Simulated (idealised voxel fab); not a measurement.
Herein follows the process module entitled voxel quadruple lines.
220 nm wide, 5 nm square cells: that's cross-section cut.
Cross-section format: a grid of square cells, given as bands from top to bottom; each band is one or more rows of cells. It is stipulated that each band's entry specify, in nanometres, the height of the top of the band and then that of its bottom, followed by the materials of the band in left-to-right sequence, each together with its width in nanometres. A single material marked by the word "edge to edge" is understood to fill the band from edge to edge; the word "air" is understood to denote empty space. Beneath 0, the wafer as received is one material, and that level is where height counting begins. The lowest band goes on downward without a bottom; it is written like "0 down". A width given as "30..40" starts at the first number in the band's top row and ends at the second number in its bottom row, shifting by an equal amount at every step from row to row. No cell of the cross-section changed in a step that is given as "no alteration". This entry, "Sealed void inventory", enumerates those empty regions of no fewer than 8 cells that possess no open connection to the top. Each region is reported in the form width x height at distance, the distance being taken from the left edge, with all three quantities expressed in nm. The remark found on a step's line after its settings is issued by the simulator itself and pertains to that step. On any step carrying a mask, the "overlay nm" setting, if present on the step's line, tells how far right of its planned place the mask lay; negative values point to the left.
Planned step list for the process:
1. RECEIVE (material Si)
2. CONFORMAL_DEP (material SiO2; thk nm 5)
3. DIRECTIONAL_DEP (material W; thk nm 15)
4. DIRECTIONAL_DEP (material polySi; thk nm 20)
5. DIRECTIONAL_DEP (material aC; thk nm 20)
6. PATTERN (tone cover; mask id MANDREL; material resist; width nm 25; thk nm 30; overlay nm 0)
7. DIRECTIONAL_ETCH (etch materials aC; depth nm 20)
8. STRIP (etch materials resist)
9. CONFORMAL_DEP (material SiO2; thk nm 15)
10. DIRECTIONAL_ETCH (etch materials SiO2; depth nm 15)
11. STRIP (etch materials aC)
12. DIRECTIONAL_ETCH (etch materials polySi; depth nm 20)
13. STRIP (etch materials SiO2)
14. CONFORMAL_DEP (material SiCN; thk nm 5)
15. DIRECTIONAL_ETCH (etch materials SiCN; depth nm 5)
16. STRIP (etch materials polySi)
17. DIRECTIONAL_ETCH (etch materials W; depth nm 15)
18. STRIP (etch materials SiCN)
19. FILL_DEP (material lowk; thk nm 10)
20. CMP (height nm 20)
Cross-section of the wafer as it came to us, i.e., already through step 1:
	0 down | Si edge to edge
	Sealed void inventory: none
First wafer of two, sectioned at end of module; run went per plan:
	20 to 5 | lowk (75), then W (5), then lowk (15), then W (5), then lowk (15), then W (5), then lowk (15), then W (5), then lowk (80)
	5 to 0 | SiO2 edge to edge
	0 down | Si edge to edge
	Sealed void inventory: none
Second wafer cross-section at end of module - shared start and plan with the first, one mistake in the run:
	20 to 5 | polySi edge to edge
	5 to 0 | SiO2 edge to edge
	0 down | Si edge to edge
	Sealed void inventory: none
What was the processing mistake? plan vs actual: 3 and 4 interchanged
The closing comparison, in cells, has the second wafer with more or fewer of some materials than the first: W: 12 fewer | lowk: 120 fewer | polySi: 132 more
